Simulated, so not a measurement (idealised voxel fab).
process module | voxel double patterning
cross-section cut | 275 nm wide | cells 5 nm
A cross-section is a grid of square cells, given in bands from the top down. A band is one or more rows of cells.
Each band's line starts with the height of the band's top and of its bottom, in nm. Then come its materials from left to right, each with its width in nm. One material with "throughout" fills the band from edge to edge. "air" is empty space.
Height 0 is the level under which the wafer as received is all one material. The lowest band goes on downwards, as in "0 down".
A width such as "30 to 40" changes by the same amount from each row of cells to the next, from the band's top row to its bottom row.
"no change" after a step means that no cell of the cross-section changed.
closed voids: empty space of 8 cells or more with no open way to the top, each as width x height at its distance from the left edge, in nm
after a step's settings: what the simulator itself notes on the step
overlay nm, on a step with a mask: how far to the right of its planned place the mask lay; to the left if negative
plan
1 op RECEIVE | material Si
2 op CONFORMAL_DEP | material SiO2 | thk nm 10
3 op DIRECTIONAL_DEP | material W | thk nm 15
4 op DIRECTIONAL_DEP | material SiCN | thk nm 5
5 op PATTERN | tone open | mask id FIRST | material resist | width nm 15 | pitch nm 50 | thk nm 15 | overlay nm 0
6 op DIRECTIONAL_ETCH | etch materials SiCN | depth nm 5
7 op STRIP | etch materials resist
8 op PATTERN | tone open | mask id SECOND | material resist | width nm 15 | pitch nm 50 | thk nm 15 | overlay nm 0
9 op DIRECTIONAL_ETCH | etch materials SiCN | depth nm 5
10 op STRIP | etch materials resist
11 op DIRECTIONAL_ETCH | etch materials W | depth nm 15
12 op STRIP | etch materials SiCN
first wafer, as planned
as received, after step 1
  0 down: Si throughout
  closed voids: none
after step 2
  10 to 0: SiO2 throughout
  below 0: unchanged
after step 3
  25 to 10: W throughout
  below 10: unchanged
after step 4
  30 to 25: SiCN throughout
  below 25: unchanged
after step 5
  45 to 30: resist 80 | air 15 | resist 35 | air 15 | resist 35 | air 15 | resist 80
  below 30: unchanged
after step 6
  45 to 30: resist 80 | air 15 | resist 35 | air 15 | resist 35 | air 15 | resist 80
  30 to 25: SiCN 80 | air 15 | SiCN 35 | air 15 | SiCN 35 | air 15 | SiCN 80
  below 25: unchanged
after step 7
  30 to 25: SiCN 80 | air 15 | SiCN 35 | air 15 | SiCN 35 | air 15 | SiCN 80
  below 25: unchanged
after step 8
  45 to 30: resist 105 | air 15 | resist 35 | air 15 | resist 105
  30 to 25: SiCN 80 | resist 15 | SiCN 35 | resist 15 | SiCN 35 | resist 15 | SiCN 80
  below 25: unchanged
after step 9
  45 to 30: resist 105 | air 15 | resist 35 | air 15 | resist 105
  30 to 25: SiCN 80 | resist 15 | SiCN 10 | air 15 | SiCN 10 | resist 15 | SiCN 10 | air 15 | SiCN 10 | resist 15 | SiCN 80
  below 25: unchanged
after step 10
  30 to 25: SiCN 80 | air 15 | SiCN 10 | air 15 | SiCN 10 | air 15 | SiCN 10 | air 15 | SiCN 10 | air 15 | SiCN 80
  below 25: unchanged
after step 11
  30 to 25: SiCN 80 | air 15 | SiCN 10 | air 15 | SiCN 10 | air 15 | SiCN 10 | air 15 | SiCN 10 | air 15 | SiCN 80
  25 to 10: W 80 | air 15 | W 10 | air 15 | W 10 | air 15 | W 10 | air 15 | W 10 | air 15 | W 80
  below 10: unchanged
after step 12
  25 to 10: W 80 | air 15 | W 10 | air 15 | W 10 | air 15 | W 10 | air 15 | W 10 | air 15 | W 80
  below 10: unchanged
second wafer: like start, like plan, one mistake. Through step 7 it matches the first wafer
when step 8 should have ended
  45 to 30: air 105 | resist 15 | air 35 | resist 15 | air 105
  below 30: unchanged
when step 9 should have ended
  45 to 30: air 105 | resist 15 | air 35 | resist 15 | air 105
  30 to 25: air 105 | SiCN 15 | air 35 | SiCN 15 | air 105
  below 25: unchanged
when step 10 should have ended
  30 to 25: air 105 | SiCN 15 | air 35 | SiCN 15 | air 105
  below 25: unchanged
when step 11 should have ended
  30 to 25: air 105 | SiCN 15 | air 35 | SiCN 15 | air 105
  25 to 10: air 105 | W 15 | air 35 | W 15 | air 105
  below 10: unchanged
when step 12 should have ended
  25 to 10: air 105 | W 15 | air 35 | W 15 | air 105
  below 10: unchanged
what went wrong: step 8 ran as: op PATTERN | tone cover | mask id SECOND | material resist | width nm 15 | pitch nm 50 | thk nm 15 | overlay nm 0
at the end the second wafer has, in cells: 102 fewer of W
